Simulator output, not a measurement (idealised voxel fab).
Process module under the name voxel gate over fins
Square cell edge 5 nm, section width 300 nm, ID cut.
If you're reading a cross-section in this doc, picture square cells in a grid; it comes to you as bands, top ones listed first down to the bottom, and a band can be one or more rows of cells. In this notation a band is specified by the heights of its top and bottom, in that order and in nm, after which its materials appear from left to right, each paired with its width in nm. The word "everywhere" attached to a single material means that material fills the band from edge to edge; the word "air" stands for empty space. Ref level 0: as-received wafer is one material below here. Bottom band extends down with no lower bound ("0..down"). Width spec "30 to 40" -> top row of cells at first value, bottom row at second value, equal per-row change in between. Key: "no alteration" - step with no changed cell in the cross-section. The label "Enclosed cavities" introduces a list of the empty spaces, 8 cells or larger, that have no open way up to the top; each entry in it reads width x height at distance, where the distance is taken from the left edge and all three are stated in nm. Formally, on a step line, whatever follows the settings is a remark that the simulator itself makes on the step. Among the settings permitted on a step's line is "overlay nm"; applied to a step with a mask, it specifies the extent to which the mask lay to the right of its planned position, whereas a negative figure signifies a position to the left.
Process steps foreseen in the plan:
- 1: op RECEIVE | material Si
- 2: op CONFORMAL_DEP | material SiN | thk nm 5
- 3: op MASKED_ETCH | tone cover | mask id FINS | width nm 15 | pitch nm 45 | etch materials SiN | depth nm 5 | overlay nm 0
- 4: op MASKED_ETCH | tone cover | mask id FINS | width nm 15 | pitch nm 45 | etch materials Si | depth nm 35 | overlay nm 0
- 5: op FILL_DEP | material SiO2 | thk nm 5
- 6: op CMP | height nm 5
- 7: op SELECTIVE_ETCH | etch materials SiO2 | depth nm 20
- 8: op STRIP | etch materials SiN
- 9: op CONFORMAL_DEP | material HfO2 | thk nm 5
- 10: op CONFORMAL_DEP | material TiN | thk nm 5
- 11: op CONFORMAL_DEP | material TiAl | thk nm 5
- 12: op CONFORMAL_DEP | material TiN | thk nm 5
- 13: op FILL_DEP | material W | thk nm 10
- 14: op CMP | height nm 25
- 15: op CONFORMAL_DEP | material SiCN | thk nm 5
As received, after step 1:
  0..down  Si everywhere
  Enclosed cavities: none
Here's the cross-section of the first of our two wafers at the end of the module - it ran as planned:
  30..25  SiCN everywhere
  25..20  W everywhere
  20..15  W (100), TiN (100), W (100)
  15..10  W (100), TiN (5), TiAl (90), TiN (5), W (100)
  10..5  W (100), TiN (5), TiAl (5), TiN (35), TiAl (10), TiN (35), TiAl (5), TiN (5), W (100)
  5..0  TiN (105), TiAl (5), TiN (5), HfO2 (25), TiN (5), TiAl (10), TiN (5), HfO2 (25), TiN (5), TiAl (5), TiN (105)
  0..-5  TiAl (110), TiN (5), HfO2 (5), Si (15), HfO2 (5), TiN (5), TiAl (10), TiN (5), HfO2 (5), Si (15), HfO2 (5), TiN (5), TiAl (110)
  -5..-10  TiN (115), HfO2 (5), Si (15), HfO2 (5), TiN (20), HfO2 (5), Si (15), HfO2 (5), TiN (115)
  -10..-15  HfO2 (120), Si (15), HfO2 (30), Si (15), HfO2 (120)
  -15..-35  SiO2 (120), Si (15), SiO2 (30), Si (15), SiO2 (120)
  -35..down  Si everywhere
  Enclosed cavities: none
Cross-section, second wafer: same start as the first, same plan as the first, one mistake in running it; taken at the end of the module:
  40..25  SiCN everywhere
  25..20  W everywhere
  20..15  W (100), TiN (100), W (100)
  15..10  W (100), TiN (5), TiAl (90), TiN (5), W (100)
  10..5  W (100), TiN (5), TiAl (5), TiN (35), TiAl (10), TiN (35), TiAl (5), TiN (5), W (100)
  5..0  TiN (105), TiAl (5), TiN (5), HfO2 (25), TiN (5), TiAl (10), TiN (5), HfO2 (25), TiN (5), TiAl (5), TiN (105)
  0..-5  TiAl (110), TiN (5), HfO2 (5), Si (15), HfO2 (5), TiN (5), TiAl (10), TiN (5), HfO2 (5), Si (15), HfO2 (5), TiN (5), TiAl (110)
  -5..-10  TiN (115), HfO2 (5), Si (15), HfO2 (5), TiN (20), HfO2 (5), Si (15), HfO2 (5), TiN (115)
  -10..-15  HfO2 (120), Si (15), HfO2 (30), Si (15), HfO2 (120)
  -15..-35  SiO2 (120), Si (15), SiO2 (30), Si (15), SiO2 (120)
  -35..down  Si everywhere
  Enclosed cavities: none
Error vs. plan: step 15 was processed under conditions differing from the plan, specifically as op CONFORMAL_DEP | material SiCN | thk nm 15
The second wafer ends with more or fewer cells of some materials than the first, per final count: +120 SiCN
